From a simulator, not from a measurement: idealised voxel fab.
The following process module bears the name voxel spacer lines.
This is section cut - it's 200 nm across, gridded in 5 nm square cells.
Each cross-section below is a grid of square cells, stated as bands in top-down order, with one or more rows of cells making up each band. Quick guide to a band line: top height, bottom height (nm) up front; then every material left to right with its width in nm. Only one material and it's marked "edge to edge"? Then it fills the band edge to edge. And "air" just means empty space. Counting heights begins at 0, where everything beneath is, in the wafer as received, one material. The lowest band has no bottom; it goes on downwards, as "0 -> down" shows. The width entry "30 to 40" should be interpreted row by row: the top row of cells in the band takes the first number, the bottom row takes the second number, and the change between adjacent rows is uniform throughout. No cell of the cross-section changed in a step that is given as "same as before". The entry titled "Closed cavities" provides the empty spaces that have no open way to the top, restricted to those of 8 cells or more. Each is presented as width x height at distance, the distance being measured from the left edge, with all three in nm. Step line, after settings: the simulator's comment on this step. The line of a step may include "overlay nm". On a step with a mask, this value is how far to the right of its planned place the mask lay. A negative value means the mask lay to the left.
INTENDED PROCESS STEPS
1: RECEIVE, material Si
2: CONFORMAL_DEP, material Al2O3, thk nm 5
3: DIRECTIONAL_DEP, material SiN, thk nm 15
4: DIRECTIONAL_DEP, material polySi, thk nm 30
5: PATTERN, tone cover, mask id MANDREL, material resist, width nm 25, pitch nm 70, thk nm 40, overlay nm 0
6: DIRECTIONAL_ETCH, etch materials polySi, depth nm 30
7: STRIP, etch materials resist
8: CONFORMAL_DEP, material SiO2, thk nm 10
9: DIRECTIONAL_ETCH, etch materials SiO2, depth nm 10
10: STRIP, etch materials polySi
11: DIRECTIONAL_ETCH, etch materials SiN, depth nm 15
12: STRIP, etch materials SiO2
AS RECEIVED (POST STEP 1): CROSS-SECTION
    0 -> down = Si edge to edge
    Closed cavities: none
HERE'S THE CROSS-SECTION OF THE FIRST OF OUR TWO WAFERS AT THE END OF THE MODULE - IT RAN AS PLANNED
    20 -> 5 = 5 of air | 10 of SiN | 25 of air | 10 of SiN | 25 of air | 10 of SiN | 25 of air | 10 of SiN | 25 of air | 10 of SiN | 25 of air | 10 of SiN | 10 of air
    5 -> 0 = Al2O3 edge to edge
    0 -> down = Si edge to edge
    Closed cavities: none
CROSS-SECTION OF THE LATTER OF THE TWO WAFERS AT MODULE COMPLETION. IT HAD AN IDENTICAL START AND AN IDENTICAL PLAN TO THE FORMER; IN RUNNING IT, ONE MISTAKE WAS MADE
    20 -> 5 = 15 of air | 10 of SiN | 5 of air | 10 of SiN | 45 of air | 10 of SiN | 5 of air | 10 of SiN | 45 of air | 10 of SiN | 5 of air | 10 of SiN | 20 of air
    5 -> 0 = Al2O3 edge to edge
    0 -> down = Si edge to edge
    Closed cavities: none
Which mistake was made when the wafer was run? step 5: run off-plan, actual operation and settings PATTERN, tone open, mask id MANDREL, material resist, width nm 25, pitch nm 70, thk nm 40, overlay nm 0
Upon completion, the cell count for each material on the second wafer equals that on the first, whereas the spatial distribution of those cells differs.
